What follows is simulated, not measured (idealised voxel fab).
process module | voxel fin reveal
cross-section cut | 160 nm wide | cells 5 nm
A cross-section is a grid of square cells, given in bands from the top down. A band is one or more rows of cells.
Each band's line starts with the height of the band's top and of its bottom, in nm. Then come its materials from left to right, each with its width in nm. One material with "throughout" fills the band from edge to edge. "air" is empty space.
Height 0 is the level under which the wafer as received is all one material. The lowest band goes on downwards, as in "0 down".
A width such as "30 to 40" changes by the same amount from each row of cells to the next, from the band's top row to its bottom row.
"no change" after a step means that no cell of the cross-section changed.
closed voids: empty space of 8 cells or more with no open way to the top, each as width x height at its distance from the left edge, in nm
after a step's settings: what the simulator itself notes on the step
overlay nm, on a step with a mask: how far to the right of its planned place the mask lay; to the left if negative
plan
1 op RECEIVE | material Si
2 op CONFORMAL_DEP | material SiN | thk nm 5
3 op PATTERN | tone cover | mask id FINS | material resist | width nm 15 | pitch nm 35 | thk nm 20 | overlay nm 0
4 op DIRECTIONAL_ETCH | etch materials SiN | depth nm 5
5 op DIRECTIONAL_ETCH | etch materials Si | depth nm 40
6 op STRIP | etch materials resist
7 op FILL_DEP | material SiO2 | thk nm 15
8 op CMP | height nm 5
9 op SELECTIVE_ETCH | etch materials SiO2 | depth nm 35
10 op STRIP | etch materials SiN
as received, after step 1
  0 down: Si throughout
  closed voids: none
a wafer at the end: this start, this plan, one mistake
  0 to -30: air 35 | Si 15 | air 20 | Si 15 | air 20 | Si 15 | air 40
  -30 to -45: SiO2 35 | Si 15 | SiO2 20 | Si 15 | SiO2 20 | Si 15 | SiO2 40
  -45 down: Si throughout
  closed voids: none
what went wrong: step 5 ran as: op DIRECTIONAL_ETCH | etch materials Si | depth nm 45
